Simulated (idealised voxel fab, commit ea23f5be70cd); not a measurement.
Process module in this document: voxel ribs on slabs
Each square cell in cross-section cut measures 5 nm, and the section as a whole is 145 nm wide.
Cross-sections here: square-cell grids, written as top-down lists of bands, a band being one or more rows of cells. First you get the band's top height and its bottom height, in nm, and then the materials it's made of, left to right, with each width in nm. If you see a single material with "everywhere", that one covers the band edge to edge. "empty" is empty space. Ref level 0: as-received wafer is one material below here. Bottom band extends down with no lower bound ("from 0 down"). Per-row width for "30..40": begins at first number (top row of band), ends at second number (bottom row), increment between rows held constant. The cross-section has no changed cell in any step marked "identical to before". The list in "Trapped voids" covers empty spaces of 8 cells or more that cannot reach the top through any open way, and it gives each as width x height at distance; the distance is from the left edge, and width, height and distance are in nm. Anything after a step's settings on that line? It's the simulator's own note about the step. overlay nm: mask right of planned place by this much (step with mask). Neg. = left.

Planned step list for the process
1. RECEIVE,material Si
2. DIRECTIONAL_DEP,material SiO2,thk nm 30
3. DIRECTIONAL_DEP,material polySi,thk nm 15
4. MASKED_ETCH,tone cover,mask id RIB,width nm 25,etch materials polySi,depth nm 5,overlay nm 0
5. PATTERN,tone cover,mask id SLAB,material resist,width nm 65,thk nm 20,overlay nm 0
6. DIRECTIONAL_ETCH,etch materials polySi,depth nm 10
7. STRIP,etch materials resist
8. FILL_DEP,material SiO2,thk nm 30
9. CMP,height nm 65
10. DIRECTIONAL_DEP,material TiN,thk nm 10
11. PATTERN,tone cover,mask id HEATER,material resist,width nm 35,thk nm 15,overlay nm 0
12. DIRECTIONAL_ETCH,etch materials TiN,depth nm 10
13. STRIP,etch materials resist
14. CONFORMAL_DEP,material SiO2,thk nm 5

As received (post step 1): cross-section
	from 0 down = Si everywhere
	Trapped voids: none

End-of-module cross-section of the first of two wafers, processed as planned
	from 80 to 75 = empty: 50, SiO2: 45, empty: 50
	from 75 to 70 = empty: 50, SiO2: 5, TiN: 35, SiO2: 5, empty: 50
	from 70 to 65 = SiO2: 55, TiN: 35, SiO2: 55
	from 65 to 45 = SiO2 everywhere
	from 45 to 40 = SiO2: 60, polySi: 25, SiO2: 60
	from 40 to 30 = SiO2: 40, polySi: 65, SiO2: 40
	from 30 to 0 = SiO2 everywhere
	from 0 down = Si everywhere
	Trapped voids: none

Now the second wafer, cross-sectioned at the end of the module. Nothing different at the start, nothing different in the plan compared with the first, just one mistake when it was actually run
	from 80 to 75 = empty: 50, SiO2: 45, empty: 50
	from 75 to 70 = empty: 50, SiO2: 5, TiN: 35, SiO2: 5, empty: 50
	from 70 to 65 = SiO2: 55, TiN: 35, SiO2: 55
	from 65 to 45 = SiO2 everywhere
	from 45 to 30 = SiO2: 60, polySi: 25, SiO2: 60
	from 30 to 0 = SiO2 everywhere
	from 0 down = Si everywhere
	Trapped voids: none
The mistake made against the process plan was this: step 4 was not run as planned; what actually ran was MASKED_ETCH,tone cover,mask id RIB,width nm 25,etch materials polySi,depth nm 15,overlay nm 0
FYI, end of process, the second wafer has more or fewer cells of some materials than the first: 16 more of SiO2 | 16 fewer of polySi
